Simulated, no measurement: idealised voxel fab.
A process module follows: voxel double patterning.
Cross-section cut spans 200 nm and uses square cells 5 nm in size.
Reading order for cross-sections: top band down to bottom band. Underlying form: a grid of square cells. Band size: one or more rows of cells.
A band entry consists of two parts. The first gives the height of the band's top and the height of its bottom, in nm. The rest lists the band's materials from left to right, each with its width in nm. A single material labelled with the word "throughout" fills the band from edge to edge, and the word "empty" marks empty space.
A quick word on heights: they are counted from 0, and under that level the wafer as it came to us is one material throughout. The lowest band is different from the rest in having no bottom; it simply continues downward, written as in "0 down".
Read "30->40" as a graded width: first number on top, second number at the bottom, same change between each pair of neighbouring rows.
For the purposes of this document, the phrase "no change" attached to a step denotes that no cell within the cross-section was modified by that step.
Voids not open to the top, 8 cells minimum: see "Non-vented voids". Written width x height at distance; distance is from the left edge; nm.
Formally, on a step line, whatever follows the settings is a remark that the simulator itself makes on the step.
Regarding "overlay nm": on a step with a mask, it is the distance the mask lay to the right of its planned place; a negative value places it to the left.
The planned process steps are enumerated hereunder
| 1 | RECEIVE,material Si |
| 2 | CONFORMAL_DEP,material SiO2,thk nm 10 |
| 3 | DIRECTIONAL_DEP,material polySi,thk nm 20 |
| 4 | DIRECTIONAL_DEP,material SiN,thk nm 5 |
| 5 | MASKED_ETCH,tone open,mask id FIRST,width nm 15,pitch nm 50,etch materials SiN,depth nm 5,overlay nm 0 |
| 6 | PATTERN,tone open,mask id SECOND,material resist,width nm 15,pitch nm 50,thk nm 15,overlay nm 0 |
| 7 | DIRECTIONAL_ETCH,etch materials SiN,depth nm 5 |
| 8 | STRIP,etch materials resist |
| 9 | DIRECTIONAL_ETCH,etch materials polySi,depth nm 20 |
| 10 | STRIP,etch materials SiN |
The first of a set of two wafers, run to plan
As-received wafer cross-section (after step 1)
    0 down | Si throughout
    Non-vented voids: none
Presented here is a cross-section of the wafer after step 2 has been performed
    10 to 0 | SiO2 throughout
    For the remainder of the cross-section, below 0, there is no change.
Presented here is a cross-section of the wafer after step 3 has been performed
    30 to 10 | polySi throughout
    For the remainder of the cross-section, below 10, there is no change.
Presented here is a cross-section of the wafer after step 4 has been performed
    35 to 30 | SiN throughout
    For the remainder of the cross-section, below 30, there is no change.
Presented here is a cross-section of the wafer after step 5 has been performed
    35 to 30 | SiN=40 / empty=15 / SiN=35 / empty=15 / SiN=35 / empty=15 / SiN=45
    For the remainder of the cross-section, below 30, there is no change.
Presented here is a cross-section of the wafer after step 6 has been performed
    50 to 35 | resist=65 / empty=15 / resist=35 / empty=15 / resist=70
    35 to 30 | SiN=40 / resist=15 / SiN=35 / resist=15 / SiN=35 / resist=15 / SiN=45
    For the remainder of the cross-section, below 30, there is no change.
Presented here is a cross-section of the wafer after step 7 has been performed
    50 to 35 | resist=65 / empty=15 / resist=35 / empty=15 / resist=70
    35 to 30 | SiN=40 / resist=15 / SiN=10 / empty=15 / SiN=10 / resist=15 / SiN=10 / empty=15 / SiN=10 / resist=15 / SiN=45
    For the remainder of the cross-section, below 30, there is no change.
Presented here is a cross-section of the wafer after step 8 has been performed
    35 to 30 | SiN=40 / empty=15 / SiN=10 / empty=15 / SiN=10 / empty=15 / SiN=10 / empty=15 / SiN=10 / empty=15 / SiN=45
    For the remainder of the cross-section, below 30, there is no change.
Presented here is a cross-section of the wafer after step 9 has been performed
    35 to 30 | SiN=40 / empty=15 / SiN=10 / empty=15 / SiN=10 / empty=15 / SiN=10 / empty=15 / SiN=10 / empty=15 / SiN=45
    30 to 10 | polySi=40 / empty=15 / polySi=10 / empty=15 / polySi=10 / empty=15 / polySi=10 / empty=15 / polySi=10 / empty=15 / polySi=45
    For the remainder of the cross-section, below 10, there is no change.
Presented here is a cross-section of the wafer after step 10 has been performed
    30 to 10 | polySi=40 / empty=15 / polySi=10 / empty=15 / polySi=10 / empty=15 / polySi=10 / empty=15 / polySi=10 / empty=15 / polySi=45
    For the remainder of the cross-section, below 10, there is no change.
Second wafer. Start and plan as for the first. One mistake made in running. Agrees with the first up to and including step 2
Second wafer, cut view, end of step 3 per plan
    50 to 10 | polySi throughout
    For the remainder of the cross-section, below 10, there is no change.
Second wafer, cut view, end of step 4 per plan
    55 to 50 | SiN throughout
    For the remainder of the cross-section, below 50, there is no change.
Second wafer, cut view, end of step 5 per plan
    55 to 50 | SiN=40 / empty=15 / SiN=35 / empty=15 / SiN=35 / empty=15 / SiN=45
    For the remainder of the cross-section, below 50, there is no change.
Second wafer, cut view, end of step 6 per plan
    70 to 55 | resist=65 / empty=15 / resist=35 / empty=15 / resist=70
    55 to 50 | SiN=40 / resist=15 / SiN=35 / resist=15 / SiN=35 / resist=15 / SiN=45
    For the remainder of the cross-section, below 50, there is no change.
Second wafer, cut view, end of step 7 per plan
    70 to 55 | resist=65 / empty=15 / resist=35 / empty=15 / resist=70
    55 to 50 | SiN=40 / resist=15 / SiN=10 / empty=15 / SiN=10 / resist=15 / SiN=10 / empty=15 / SiN=10 / resist=15 / SiN=45
    For the remainder of the cross-section, below 50, there is no change.
Second wafer, cut view, end of step 8 per plan
    55 to 50 | SiN=40 / empty=15 / SiN=10 / empty=15 / SiN=10 / empty=15 / SiN=10 / empty=15 / SiN=10 / empty=15 / SiN=45
    For the remainder of the cross-section, below 50, there is no change.
Second wafer, cut view, end of step 9 per plan
    55 to 50 | SiN=40 / empty=15 / SiN=10 / empty=15 / SiN=10 / empty=15 / SiN=10 / empty=15 / SiN=10 / empty=15 / SiN=45
    50 to 30 | polySi=40 / empty=15 / polySi=10 / empty=15 / polySi=10 / empty=15 / polySi=10 / empty=15 / polySi=10 / empty=15 / polySi=45
    For the remainder of the cross-section, below 30, there is no change.
Second wafer, cut view, end of step 10 per plan
    50 to 30 | polySi=40 / empty=15 / polySi=10 / empty=15 / polySi=10 / empty=15 / polySi=10 / empty=15 / polySi=10 / empty=15 / polySi=45
    For the remainder of the cross-section, below 30, there is no change.
Misprocessing identified: step 3 of the plan was carried out twice
Final comparison by cell count, materials where the second wafer has more or fewer than the first: polySi +160
